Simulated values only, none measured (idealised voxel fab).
This is a process module. Its name is voxel capacitor over wiring.
The figure presents cross-section cut, which has a width of 290 nm and is divided into square cells with an edge length of 5 nm.
If you're reading a cross-section in this doc, picture square cells in a grid; it comes to you as bands, top ones listed first down to the bottom, and a band can be one or more rows of cells.
Look at the band entry: it leads with the top's height and the bottom's height in nm. Then it lists the materials left to right, with a width in nm for each. The word "edge to edge" on a single material says that material fills the band edge to edge. The word "blank" is empty space.
All heights in this document are referenced to 0, defined as the level beneath which the wafer, as received, consists entirely of one material. The lowest band is not bounded below; it extends indefinitely downward and is written in the form "0..down".
Width spec "30->40" -> top row of cells at first value, bottom row at second value, equal per-row change in between.
Given "same as before" for a step, no cell of the cross-section differs between before and after that step.
Closed empty spaces (no open way to the top) of 8 cells or more are what "Sealed void list" lists, each as width x height at distance from the left edge, nm for all three.
after a step's settings: what the simulator itself notes on the step
The setting "overlay nm" may be written on the line of a step. When the step uses a mask, the value reports how far to the right of the planned place the mask lay, and a negative value reports that it lay to the left.
So here's the lineup of process steps we planned:
1: RECEIVE: material Si
2: CONFORMAL_DEP: material SiO2, thk nm 15
3: DIRECTIONAL_DEP: material TiN, thk nm 5
4: DIRECTIONAL_DEP: material Ru, thk nm 20
5: DIRECTIONAL_DEP: material aC, thk nm 15
6: PATTERN: tone cover, mask id METAL_1, material resist, width nm 30, pitch nm 95, thk nm 35, overlay nm 0
7: DIRECTIONAL_ETCH: etch materials aC, depth nm 15
8: STRIP: etch materials resist
9: DIRECTIONAL_ETCH: etch materials Ru, depth nm 20
10: DIRECTIONAL_ETCH: etch materials TiN, depth nm 5
11: STRIP: etch materials aC
12: FILL_DEP: material lowk, thk nm 5
13: CMP: height nm 40
14: CONFORMAL_DEP: material SiCN, thk nm 5
15: DIRECTIONAL_DEP: material SiO2, thk nm 15
16: DIRECTIONAL_DEP: material aC, thk nm 10
17: PATTERN: tone open, mask id PLUG_1, material resist, width nm 15, thk nm 25, overlay nm 0
18: DIRECTIONAL_ETCH: etch materials aC, depth nm 10
19: STRIP: etch materials resist
20: DIRECTIONAL_ETCH: etch materials SiO2, depth nm 15
21: DIRECTIONAL_ETCH: etch materials SiCN, depth nm 5
22: STRIP: etch materials aC
23: CONFORMAL_DEP: material TiN, thk nm 5
24: FILL_DEP: material Cu, thk nm 10
25: CMP: height nm 60
26: DIRECTIONAL_DEP: material TiN, thk nm 10
27: DIRECTIONAL_DEP: material Al2O3, thk nm 5
28: DIRECTIONAL_DEP: material TiN, thk nm 10
29: PATTERN: tone cover, mask id UPPER_PLATE, material resist, width nm 70, thk nm 15, overlay nm 0
30: DIRECTIONAL_ETCH: etch materials TiN, depth nm 10
31: DIRECTIONAL_ETCH: etch materials Al2O3, depth nm 5
32: STRIP: etch materials resist
33: MASKED_ETCH: tone cover, mask id LOWER_PLATE, width nm 80, etch materials TiN, depth nm 10, overlay nm 0
34: FILL_DEP: material SiO2, thk nm 20
35: CMP: height nm 100
36: MASKED_ETCH: tone open, mask id PLUG_2, width nm 15, etch materials SiO2, depth nm 15, overlay nm 0
37: CONFORMAL_DEP: material TiN, thk nm 5
38: FILL_DEP: material W, thk nm 10
39: CMP: height nm 100
40: CONFORMAL_DEP: material SiN, thk nm 5
First wafer, as planned:
Cross-sectional view of the wafer in its as-received condition, corresponding to the state after step 1:
> 0..down: Si edge to edge
> Sealed void list: none
State of the wafer after step 2, shown in cross-section:
> 15..0: SiO2 edge to edge
> Whatever lies below 0 is exactly as it was before.
State of the wafer after step 3, shown in cross-section:
> 20..15: TiN edge to edge
> Whatever lies below 15 is exactly as it was before.
State of the wafer after step 4, shown in cross-section:
> 40..20: Ru edge to edge
> Whatever lies below 20 is exactly as it was before.
State of the wafer after step 5, shown in cross-section:
> 55..40: aC edge to edge
> Whatever lies below 40 is exactly as it was before.
State of the wafer after step 6, shown in cross-section:
> 90..55: blank: 80  resist: 30  blank: 65  resist: 30  blank: 85
> Whatever lies below 55 is exactly as it was before.
State of the wafer after step 7, shown in cross-section:
> 75..55: blank: 80  resist: 30  blank: 65  resist: 30  blank: 85
> 55..40: blank: 80  aC: 30  blank: 65  aC: 30  blank: 85
> Whatever lies below 40 is exactly as it was before.
State of the wafer after step 8, shown in cross-section:
> 55..40: blank: 80  aC: 30  blank: 65  aC: 30  blank: 85
> Whatever lies below 40 is exactly as it was before.
State of the wafer after step 9, shown in cross-section:
> 55..40: blank: 80  aC: 30  blank: 65  aC: 30  blank: 85
> 40..20: blank: 80  Ru: 30  blank: 65  Ru: 30  blank: 85
> Whatever lies below 20 is exactly as it was before.
State of the wafer after step 10, shown in cross-section:
> 55..40: blank: 80  aC: 30  blank: 65  aC: 30  blank: 85
> 40..20: blank: 80  Ru: 30  blank: 65  Ru: 30  blank: 85
> 20..15: blank: 80  TiN: 30  blank: 65  TiN: 30  blank: 85
> Whatever lies below 15 is exactly as it was before.
State of the wafer after step 11, shown in cross-section:
> 40..20: blank: 80  Ru: 30  blank: 65  Ru: 30  blank: 85
> Whatever lies below 20 is exactly as it was before.
State of the wafer after step 12, shown in cross-section:
> 45..40: lowk edge to edge
> 40..20: lowk: 80  Ru: 30  lowk: 65  Ru: 30  lowk: 85
> 20..15: lowk: 80  TiN: 30  lowk: 65  TiN: 30  lowk: 85
> Whatever lies below 15 is exactly as it was before.
State of the wafer after step 13, shown in cross-section:
> 40..20: lowk: 80  Ru: 30  lowk: 65  Ru: 30  lowk: 85
> Whatever lies below 20 is exactly as it was before.
State of the wafer after step 14, shown in cross-section:
> 45..40: SiCN edge to edge
> Whatever lies below 40 is exactly as it was before.
State of the wafer after step 15, shown in cross-section:
> 60..45: SiO2 edge to edge
> Whatever lies below 45 is exactly as it was before.
State of the wafer after step 16, shown in cross-section:
> 70..60: aC edge to edge
> Whatever lies below 60 is exactly as it was before.
State of the wafer after step 17, shown in cross-section:
> 95..70: resist: 95  blank: 15  resist: 180
> Whatever lies below 70 is exactly as it was before.
State of the wafer after step 18, shown in cross-section:
> 85..70: resist: 95  blank: 15  resist: 180
> 70..60: aC: 95  blank: 15  aC: 180
> Whatever lies below 60 is exactly as it was before.
State of the wafer after step 19, shown in cross-section:
> 70..60: aC: 95  blank: 15  aC: 180
> Whatever lies below 60 is exactly as it was before.
State of the wafer after step 20, shown in cross-section:
> 70..60: aC: 95  blank: 15  aC: 180
> 60..45: SiO2: 95  blank: 15  SiO2: 180
> Whatever lies below 45 is exactly as it was before.
State of the wafer after step 21, shown in cross-section:
> 70..60: aC: 95  blank: 15  aC: 180
> 60..45: SiO2: 95  blank: 15  SiO2: 180
> 45..40: SiCN: 95  blank: 15  SiCN: 180
> Whatever lies below 40 is exactly as it was before.
State of the wafer after step 22, shown in cross-section:
> 60..45: SiO2: 95  blank: 15  SiO2: 180
> Whatever lies below 45 is exactly as it was before.
State of the wafer after step 23, shown in cross-section:
> 65..60: TiN: 100  blank: 5  TiN: 185
> 60..45: SiO2: 95  TiN: 5  blank: 5  TiN: 5  SiO2: 180
> 45..40: SiCN: 95  TiN: 15  SiCN: 180
> Whatever lies below 40 is exactly as it was before.
State of the wafer after step 24, shown in cross-section:
> 75..65: Cu edge to edge
> 65..60: TiN: 100  Cu: 5  TiN: 185
> 60..45: SiO2: 95  TiN: 5  Cu: 5  TiN: 5  SiO2: 180
> Whatever lies below 45 is exactly as it was before.
State of the wafer after step 25, shown in cross-section:
> 60..45: SiO2: 95  TiN: 5  Cu: 5  TiN: 5  SiO2: 180
> Whatever lies below 45 is exactly as it was before.
State of the wafer after step 26, shown in cross-section:
> 70..60: TiN edge to edge
> Whatever lies below 60 is exactly as it was before.
State of the wafer after step 27, shown in cross-section:
> 75..70: Al2O3 edge to edge
> Whatever lies below 70 is exactly as it was before.
State of the wafer after step 28, shown in cross-section:
> 85..75: TiN edge to edge
> Whatever lies below 75 is exactly as it was before.
State of the wafer after step 29, shown in cross-section:
> 100..85: blank: 95  resist: 70  blank: 125
> Whatever lies below 85 is exactly as it was before.
State of the wafer after step 30, shown in cross-section:
> 100..85: blank: 95  resist: 70  blank: 125
> 85..75: blank: 95  TiN: 70  blank: 125
> Whatever lies below 75 is exactly as it was before.
State of the wafer after step 31, shown in cross-section:
> 100..85: blank: 95  resist: 70  blank: 125
> 85..75: blank: 95  TiN: 70  blank: 125
> 75..70: blank: 95  Al2O3: 70  blank: 125
> Whatever lies below 70 is exactly as it was before.
State of the wafer after step 32, shown in cross-section:
> 85..75: blank: 95  TiN: 70  blank: 125
> Whatever lies below 75 is exactly as it was before.
State of the wafer after step 33, shown in cross-section:
> 85..75: blank: 95  TiN: 70  blank: 125
> 75..70: blank: 95  Al2O3: 70  blank: 125
> 70..60: blank: 90  TiN: 80  blank: 120
> Whatever lies below 60 is exactly as it was before.
State of the wafer after step 34, shown in cross-section:
> 105..85: SiO2 edge to edge
> 85..75: SiO2: 95  TiN: 70  SiO2: 125
> 75..70: SiO2: 95  Al2O3: 70  SiO2: 125
> 70..60: SiO2: 90  TiN: 80  SiO2: 120
> Whatever lies below 60 is exactly as it was before.
State of the wafer after step 35, shown in cross-section:
> 100..85: SiO2 edge to edge
> Whatever lies below 85 is exactly as it was before.
State of the wafer after step 36, shown in cross-section:
> 100..85: SiO2: 105  blank: 15  SiO2: 170
> Whatever lies below 85 is exactly as it was before.
State of the wafer after step 37, shown in cross-section:
> 105..100: TiN: 110  blank: 5  TiN: 175
> 100..90: SiO2: 105  TiN: 5  blank: 5  TiN: 5  SiO2: 170
> 90..85: SiO2: 105  TiN: 15  SiO2: 170
> Whatever lies below 85 is exactly as it was before.
State of the wafer after step 38, shown in cross-section:
> 115..105: W edge to edge
> 105..100: TiN: 110  W: 5  TiN: 175
> 100..90: SiO2: 105  TiN: 5  W: 5  TiN: 5  SiO2: 170
> Whatever lies below 90 is exactly as it was before.
State of the wafer after step 39, shown in cross-section:
> 100..90: SiO2: 105  TiN: 5  W: 5  TiN: 5  SiO2: 170
> Whatever lies below 90 is exactly as it was before.
State of the wafer after step 40, shown in cross-section:
> 105..100: SiN edge to edge
> Whatever lies below 100 is exactly as it was before.
Here the second wafer is described. Its start and its plan were those of the first wafer. Its run contained one mistake. Up to and including step 1, it did exactly what the first wafer did:
What the second wafer looks like in cross-section when step 2 should have wrapped up:
> 30..0: SiO2 edge to edge
> Whatever lies below 0 is exactly as it was before.
What the second wafer looks like in cross-section when step 3 should have wrapped up:
> 35..30: TiN edge to edge
> Whatever lies below 30 is exactly as it was before.
What the second wafer looks like in cross-section when step 4 should have wrapped up:
> 55..35: Ru edge to edge
> Whatever lies below 35 is exactly as it was before.
What the second wafer looks like in cross-section when step 5 should have wrapped up:
> 70..55: aC edge to edge
> Whatever lies below 55 is exactly as it was before.
What the second wafer looks like in cross-section when step 6 should have wrapped up:
> 105..70: blank: 80  resist: 30  blank: 65  resist: 30  blank: 85
> Whatever lies below 70 is exactly as it was before.
What the second wafer looks like in cross-section when step 7 should have wrapped up:
> 90..70: blank: 80  resist: 30  blank: 65  resist: 30  blank: 85
> 70..55: blank: 80  aC: 30  blank: 65  aC: 30  blank: 85
> Whatever lies below 55 is exactly as it was before.
What the second wafer looks like in cross-section when step 8 should have wrapped up:
> 70..55: blank: 80  aC: 30  blank: 65  aC: 30  blank: 85
> Whatever lies below 55 is exactly as it was before.
What the second wafer looks like in cross-section when step 9 should have wrapped up:
> 70..55: blank: 80  aC: 30  blank: 65  aC: 30  blank: 85
> 55..35: blank: 80  Ru: 30  blank: 65  Ru: 30  blank: 85
> Whatever lies below 35 is exactly as it was before.
What the second wafer looks like in cross-section when step 10 should have wrapped up:
> 70..55: blank: 80  aC: 30  blank: 65  aC: 30  blank: 85
> 55..35: blank: 80  Ru: 30  blank: 65  Ru: 30  blank: 85
> 35..30: blank: 80  TiN: 30  blank: 65  TiN: 30  blank: 85
> Whatever lies below 30 is exactly as it was before.
What the second wafer looks like in cross-section when step 11 should have wrapped up:
> 55..35: blank: 80  Ru: 30  blank: 65  Ru: 30  blank: 85
> Whatever lies below 35 is exactly as it was before.
What the second wafer looks like in cross-section when step 12 should have wrapped up:
> 60..55: lowk edge to edge
> 55..35: lowk: 80  Ru: 30  lowk: 65  Ru: 30  lowk: 85
> 35..30: lowk: 80  TiN: 30  lowk: 65  TiN: 30  lowk: 85
> Whatever lies below 30 is exactly as it was before.
What the second wafer looks like in cross-section when step 13 should have wrapped up:
> 40..35: lowk: 80  Ru: 30  lowk: 65  Ru: 30  lowk: 85
> Whatever lies below 35 is exactly as it was before.
What the second wafer looks like in cross-section when step 14 should have wrapped up:
> 45..40: SiCN edge to edge
> Whatever lies below 40 is exactly as it was before.
What the second wafer looks like in cross-section when step 15 should have wrapped up:
> 60..45: SiO2 edge to edge
> Whatever lies below 45 is exactly as it was before.
What the second wafer looks like in cross-section when step 16 should have wrapped up:
> 70..60: aC edge to edge
> Whatever lies below 60 is exactly as it was before.
What the second wafer looks like in cross-section when step 17 should have wrapped up:
> 95..70: resist: 95  blank: 15  resist: 180
> Whatever lies below 70 is exactly as it was before.
What the second wafer looks like in cross-section when step 18 should have wrapped up:
> 85..70: resist: 95  blank: 15  resist: 180
> 70..60: aC: 95  blank: 15  aC: 180
> Whatever lies below 60 is exactly as it was before.
What the second wafer looks like in cross-section when step 19 should have wrapped up:
> 70..60: aC: 95  blank: 15  aC: 180
> Whatever lies below 60 is exactly as it was before.
What the second wafer looks like in cross-section when step 20 should have wrapped up:
> 70..60: aC: 95  blank: 15  aC: 180
> 60..45: SiO2: 95  blank: 15  SiO2: 180
> Whatever lies below 45 is exactly as it was before.
What the second wafer looks like in cross-section when step 21 should have wrapped up:
> 70..60: aC: 95  blank: 15  aC: 180
> 60..45: SiO2: 95  blank: 15  SiO2: 180
> 45..40: SiCN: 95  blank: 15  SiCN: 180
> Whatever lies below 40 is exactly as it was before.
What the second wafer looks like in cross-section when step 22 should have wrapped up:
> 60..45: SiO2: 95  blank: 15  SiO2: 180
> Whatever lies below 45 is exactly as it was before.
What the second wafer looks like in cross-section when step 23 should have wrapped up:
> 65..60: TiN: 100  blank: 5  TiN: 185
> 60..45: SiO2: 95  TiN: 5  blank: 5  TiN: 5  SiO2: 180
> 45..40: SiCN: 95  TiN: 15  SiCN: 180
> Whatever lies below 40 is exactly as it was before.
What the second wafer looks like in cross-section when step 24 should have wrapped up:
> 75..65: Cu edge to edge
> 65..60: TiN: 100  Cu: 5  TiN: 185
> 60..45: SiO2: 95  TiN: 5  Cu: 5  TiN: 5  SiO2: 180
> Whatever lies below 45 is exactly as it was before.
What the second wafer looks like in cross-section when step 25 should have wrapped up:
> 60..45: SiO2: 95  TiN: 5  Cu: 5  TiN: 5  SiO2: 180
> Whatever lies below 45 is exactly as it was before.
What the second wafer looks like in cross-section when step 26 should have wrapped up:
> 70..60: TiN edge to edge
> Whatever lies below 60 is exactly as it was before.
What the second wafer looks like in cross-section when step 27 should have wrapped up:
> 75..70: Al2O3 edge to edge
> Whatever lies below 70 is exactly as it was before.
What the second wafer looks like in cross-section when step 28 should have wrapped up:
> 85..75: TiN edge to edge
> Whatever lies below 75 is exactly as it was before.
What the second wafer looks like in cross-section when step 29 should have wrapped up:
> 100..85: blank: 95  resist: 70  blank: 125
> Whatever lies below 85 is exactly as it was before.
What the second wafer looks like in cross-section when step 30 should have wrapped up:
> 100..85: blank: 95  resist: 70  blank: 125
> 85..75: blank: 95  TiN: 70  blank: 125
> Whatever lies below 75 is exactly as it was before.
What the second wafer looks like in cross-section when step 31 should have wrapped up:
> 100..85: blank: 95  resist: 70  blank: 125
> 85..75: blank: 95  TiN: 70  blank: 125
> 75..70: blank: 95  Al2O3: 70  blank: 125
> Whatever lies below 70 is exactly as it was before.
What the second wafer looks like in cross-section when step 32 should have wrapped up:
> 85..75: blank: 95  TiN: 70  blank: 125
> Whatever lies below 75 is exactly as it was before.
What the second wafer looks like in cross-section when step 33 should have wrapped up:
> 85..75: blank: 95  TiN: 70  blank: 125
> 75..70: blank: 95  Al2O3: 70  blank: 125
> 70..60: blank: 90  TiN: 80  blank: 120
> Whatever lies below 60 is exactly as it was before.
What the second wafer looks like in cross-section when step 34 should have wrapped up:
> 105..85: SiO2 edge to edge
> 85..75: SiO2: 95  TiN: 70  SiO2: 125
> 75..70: SiO2: 95  Al2O3: 70  SiO2: 125
> 70..60: SiO2: 90  TiN: 80  SiO2: 120
> Whatever lies below 60 is exactly as it was before.
What the second wafer looks like in cross-section when step 35 should have wrapped up:
> 100..85: SiO2 edge to edge
> Whatever lies below 85 is exactly as it was before.
What the second wafer looks like in cross-section when step 36 should have wrapped up:
> 100..85: SiO2: 105  blank: 15  SiO2: 170
> Whatever lies below 85 is exactly as it was before.
What the second wafer looks like in cross-section when step 37 should have wrapped up:
> 105..100: TiN: 110  blank: 5  TiN: 175
> 100..90: SiO2: 105  TiN: 5  blank: 5  TiN: 5  SiO2: 170
> 90..85: SiO2: 105  TiN: 15  SiO2: 170
> Whatever lies below 85 is exactly as it was before.
What the second wafer looks like in cross-section when step 38 should have wrapped up:
> 115..105: W edge to edge
> 105..100: TiN: 110  W: 5  TiN: 175
> 100..90: SiO2: 105  TiN: 5  W: 5  TiN: 5  SiO2: 170
> Whatever lies below 90 is exactly as it was before.
What the second wafer looks like in cross-section when step 39 should have wrapped up:
> 100..90: SiO2: 105  TiN: 5  W: 5  TiN: 5  SiO2: 170
> Whatever lies below 90 is exactly as it was before.
What the second wafer looks like in cross-section when step 40 should have wrapped up:
> 105..100: SiN edge to edge
> Whatever lies below 100 is exactly as it was before.
What broke from the plan during processing? step 2, plan: ran twice
It is noted that, at the conclusion of processing, the second wafer exhibits a higher or lower cell count for certain materials relative to the first: Ru -36, SiO2 +174, lowk -138
